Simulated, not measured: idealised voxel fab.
process module | voxel transistor to metal
cross-section cut | 160 nm wide | cells 5 nm
A cross-section is a grid of square cells, given in bands from the top down. A band is one or more rows of cells.
Each band's line starts with the height of the band's top and of its bottom, in nm. Then come its materials from left to right, each with its width in nm. One material with "throughout" fills the band from edge to edge. "air" is empty space.
Height 0 is the level under which the wafer as received is all one material. The lowest band goes on downwards, as in "0 down".
A width such as "30 to 40" changes by the same amount from each row of cells to the next, from the band's top row to its bottom row.
"no change" after a step means that no cell of the cross-section changed.
closed voids: empty space of 8 cells or more with no open way to the top, each as width x height at its distance from the left edge, in nm
after a step's settings: what the simulator itself notes on the step
overlay nm, on a step with a mask: how far to the right of its planned place the mask lay; to the left if negative
plan
1 op RECEIVE | material Si
2 op OXIDIZE | depth nm 5
3 op CONFORMAL_DEP | material SiN | thk nm 10
4 op DIRECTIONAL_DEP | material aC | thk nm 15
5 op PATTERN | tone cover | mask id ACTIVE | material resist | width nm 115 | thk nm 35 | overlay nm 0
6 op DIRECTIONAL_ETCH | etch materials aC | depth nm 15
7 op STRIP | etch materials resist
8 op DIRECTIONAL_ETCH | etch materials SiN | depth nm 10
9 op DIRECTIONAL_ETCH | etch materials SiO2 | depth nm 5
10 op DIRECTIONAL_ETCH | etch materials Si | depth nm 30
11 op STRIP | etch materials aC
12 op OXIDIZE | depth nm 5
13 op FILL_DEP | material SiO2 | thk nm 10
14 op CMP | height nm 10
15 op SELECTIVE_ETCH | etch materials SiO2 | depth nm 5
16 op STRIP | etch materials SiN
17 op SELECTIVE_ETCH | etch materials SiO2 | depth nm 5
18 op OXIDIZE | depth nm 5
19 op DIRECTIONAL_DEP | material polySi | thk nm 20
20 op DIRECTIONAL_DEP | material SiCN | thk nm 10
21 op DIRECTIONAL_DEP | material aC | thk nm 15
22 op PATTERN | tone cover | mask id GATE | material resist | width nm 15 | thk nm 30 | overlay nm 0
23 op DIRECTIONAL_ETCH | etch materials aC | depth nm 15
24 op STRIP | etch materials resist
25 op DIRECTIONAL_ETCH | etch materials SiCN | depth nm 20
26 op DIRECTIONAL_ETCH | etch materials polySi | depth nm 30
27 op STRIP | etch materials aC
28 op CONFORMAL_DEP | material SiN | thk nm 10
29 op DIRECTIONAL_ETCH | etch materials SiN | depth nm 10
30 op DIRECTIONAL_ETCH | etch materials SiO2 | depth nm 5
31 op DIRECTIONAL_ETCH | etch materials Si | depth nm 5
32 op EPI | material nSi | thk nm 10
33 op FILL_DEP | material SiO2 | thk nm 5
34 op CMP | height nm 25
35 op DIRECTIONAL_DEP | material SiO2 | thk nm 15
36 op PATTERN | tone open | mask id CONTACT | material resist | width nm 35 | pitch nm 60 | thk nm 20 | overlay nm 0
37 op DIRECTIONAL_ETCH | etch materials SiO2 | depth nm 45
38 op STRIP | etch materials resist
39 op CONFORMAL_DEP | material TiN | thk nm 5
40 op FILL_DEP | material W | thk nm 5
41 op CMP | height nm 40
42 op CONFORMAL_DEP | material SiCN | thk nm 5
43 op DIRECTIONAL_DEP | material lowk | thk nm 15
44 op MASKED_ETCH | tone open | mask id METAL_1 | width nm 20 | pitch nm 75 | etch materials lowk | depth nm 15 | overlay nm 0
45 op MASKED_ETCH | tone open | mask id METAL_1 | width nm 20 | pitch nm 75 | etch materials SiCN | depth nm 5 | overlay nm 0
46 op CONFORMAL_DEP | material TiN | thk nm 5
47 op FILL_DEP | material Cu | thk nm 5
48 op CMP | height nm 60
49 op EPI | material Ru | thk nm 5
50 op FILL_DEP | material SiCN | thk nm 5
as received, after step 1
  0 down: Si throughout
  closed voids: none
first wafer at the end, as planned
  70 to 65: SiCN throughout
  65 to 60: SiCN 25 | Ru 30 | SiCN 45 | Ru 30 | SiCN 30
  60 to 45: lowk 30 | TiN 5 | Cu 10 | TiN 5 | lowk 55 | TiN 5 | Cu 10 | TiN 5 | lowk 35
  45 to 40: SiCN 30 | TiN 20 | SiCN 55 | TiN 20 | SiCN 35
  40 to 30: SiO2 30 | TiN 5 | W 25 | TiN 5 | SiO2 25 | TiN 5 | W 25 | TiN 5 | SiO2 35
  30 to 25: SiO2 30 | TiN 5 | W 20 | TiN 10 | SiO2 25 | TiN 10 | W 20 | TiN 5 | SiO2 35
  25 to 15: SiO2 30 | TiN 5 | W 20 | TiN 5 | SiN 10 | SiCN 15 | SiN 10 | TiN 5 | W 20 | TiN 5 | SiO2 35
  15 to 5: SiO2 30 | TiN 5 | W 20 | TiN 5 | SiN 10 | polySi 15 | SiN 10 | TiN 5 | W 20 | TiN 5 | SiO2 35
  5 to 0: SiO2 30 | TiN 5 | W 10 | TiN 15 | SiN 10 | polySi 15 | SiN 10 | TiN 15 | W 10 | TiN 5 | SiO2 35
  0 to -5: SiO2 15 | SiN 10 | SiO2 5 | TiN 20 | nSi 10 | SiN 10 | polySi 15 | SiN 10 | nSi 10 | TiN 20 | SiO2 5 | SiN 10 | SiO2 20
  -5 to -10: SiO2 25 | nSi 35 | SiO2 35 | nSi 35 | SiO2 30
  -10 to -15: SiO2 25 | nSi 35 | Si 35 | nSi 35 | SiO2 30
  -15 to -40: SiO2 25 | Si 105 | SiO2 30
  -40 down: Si throughout
  closed voids: none
second wafer at the end: like start, like plan, one mistake
  70 to 65: SiCN throughout
  65 to 60: SiCN 15 | Ru 30 | SiCN 45 | Ru 30 | SiCN 40
  60 to 50: lowk 20 | TiN 5 | Cu 10 | TiN 5 | lowk 55 | TiN 5 | Cu 10 | TiN 5 | lowk 45
  50 to 45: lowk 20 | TiN 20 | lowk 55 | TiN 20 | lowk 45
  45 to 40: SiCN 30 | TiN 10 | SiCN 65 | TiN 10 | SiCN 45
  40 to 30: SiO2 30 | TiN 5 | W 25 | TiN 5 | SiO2 25 | TiN 5 | W 25 | TiN 5 | SiO2 35
  30 to 25: SiO2 30 | TiN 5 | W 20 | TiN 10 | SiO2 25 | TiN 10 | W 20 | TiN 5 | SiO2 35
  25 to 15: SiO2 30 | TiN 5 | W 20 | TiN 5 | SiN 10 | SiCN 15 | SiN 10 | TiN 5 | W 20 | TiN 5 | SiO2 35
  15 to 5: SiO2 30 | TiN 5 | W 20 | TiN 5 | SiN 10 | polySi 15 | SiN 10 | TiN 5 | W 20 | TiN 5 | SiO2 35
  5 to 0: SiO2 30 | TiN 5 | W 10 | TiN 15 | SiN 10 | polySi 15 | SiN 10 | TiN 15 | W 10 | TiN 5 | SiO2 35
  0 to -5: SiO2 15 | SiN 10 | SiO2 5 | TiN 20 | nSi 10 | SiN 10 | polySi 15 | SiN 10 | nSi 10 | TiN 20 | SiO2 5 | SiN 10 | SiO2 20
  -5 to -10: SiO2 25 | nSi 35 | SiO2 35 | nSi 35 | SiO2 30
  -10 to -15: SiO2 25 | nSi 35 | Si 35 | nSi 35 | SiO2 30
  -15 to -40: SiO2 25 | Si 105 | SiO2 30
  -40 down: Si throughout
  closed voids: none
what went wrong: step 44 ran as: op MASKED_ETCH | tone open | mask id METAL_1 | width nm 20 | pitch nm 75 | etch materials lowk | depth nm 15 | overlay nm -10
at the end the second wafer has, in cells: 4 fewer of Cu | 4 more of SiCN
